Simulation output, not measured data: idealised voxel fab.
process module | voxel self aligned contacts
Each square cell in cross-section cut measures 5 nm, and the section as a whole is 210 nm wide.
Format of a cross-section: grid, square cells. Given as bands. Order: top down. Band: one or more rows of cells. What a band's entry tells you: where the top is and where the bottom is, as heights in nm, and after that what lies inside, material by material from left to right, each with its width in nm. Empty space is written as the word "blank", and a single material marked with the word "edge to edge" occupies the band from edge to edge. The reference from which all heights are counted is 0, the level beneath which the as-received wafer is entirely one material; the lowest band, having no lower bound, proceeds downward and is written after the example "0 -> down". With a width like "30 to 40", each row of cells in the band differs from the next by the same amount, the top row carrying the first number and the bottom row the second. The designation "no change occurred", where it is given for a processing step, indicates that no cell of the cross-section was altered in the course of that step. Entry "Non-vented voids" = empty spaces >= 8 cells with no open way to the top; each as width x height at distance, distance from left edge, all nm. Past the settings on a step's line: simulator remark, on that step. "overlay nm" denotes, for a step that has a mask, the displacement of the mask to the right of its planned place, with negative values corresponding to the left.
Below is the list of planned process steps:
step 1: RECEIVE (material Si)
step 2: CONFORMAL_DEP (material SiO2; thk nm 5)
step 3: DIRECTIONAL_DEP (material polySi; thk nm 30)
step 4: DIRECTIONAL_DEP (material SiN; thk nm 20)
step 5: PATTERN (tone cover; mask id GATE; material resist; width nm 25; pitch nm 50; thk nm 15; overlay nm 0)
step 6: DIRECTIONAL_ETCH (etch materials SiN; depth nm 20)
step 7: DIRECTIONAL_ETCH (etch materials polySi; depth nm 30)
step 8: STRIP (etch materials resist)
step 9: CONFORMAL_DEP (material SiN; thk nm 5)
step 10: DIRECTIONAL_ETCH (etch materials SiN; depth nm 5)
step 11: FILL_DEP (material SiO2; thk nm 10)
step 12: CMP (height nm 60)
step 13: PATTERN (tone open; mask id CONTACT; material resist; width nm 35; thk nm 15; overlay nm 0)
step 14: DIRECTIONAL_ETCH (etch materials SiO2; depth nm 60)
step 15: STRIP (etch materials resist)
step 16: CONFORMAL_DEP (material TiN; thk nm 5)
step 17: FILL_DEP (material Ru; thk nm 5)
step 18: CMP (height nm 60)
step 19: CONFORMAL_DEP (material SiN; thk nm 5)
As-received wafer cross-section (after step 1):
0 -> down: Si edge to edge
Non-vented voids: none
Final cross-section, module run with one mistake (start and plan as above):
65 -> 60: SiN edge to edge
60 -> 55: SiO2=85, TiN=10, Ru=5, TiN=20, SiO2=90
55 -> 35: SiO2=55, SiN=35, TiN=5, Ru=5, TiN=5, SiN=35, SiO2=70
35 -> 5: SiO2=55, SiN=5, polySi=25, SiN=5, TiN=5, Ru=5, TiN=5, SiN=5, polySi=25, SiN=5, SiO2=70
5 -> 0: SiO2=90, TiN=15, SiO2=105
0 -> down: Si edge to edge
Non-vented voids: none
Want to know what went wrong? step 5 ran as: PATTERN (tone cover; mask id GATE; material resist; width nm 25; pitch nm 50; thk nm 15; overlay nm -5)
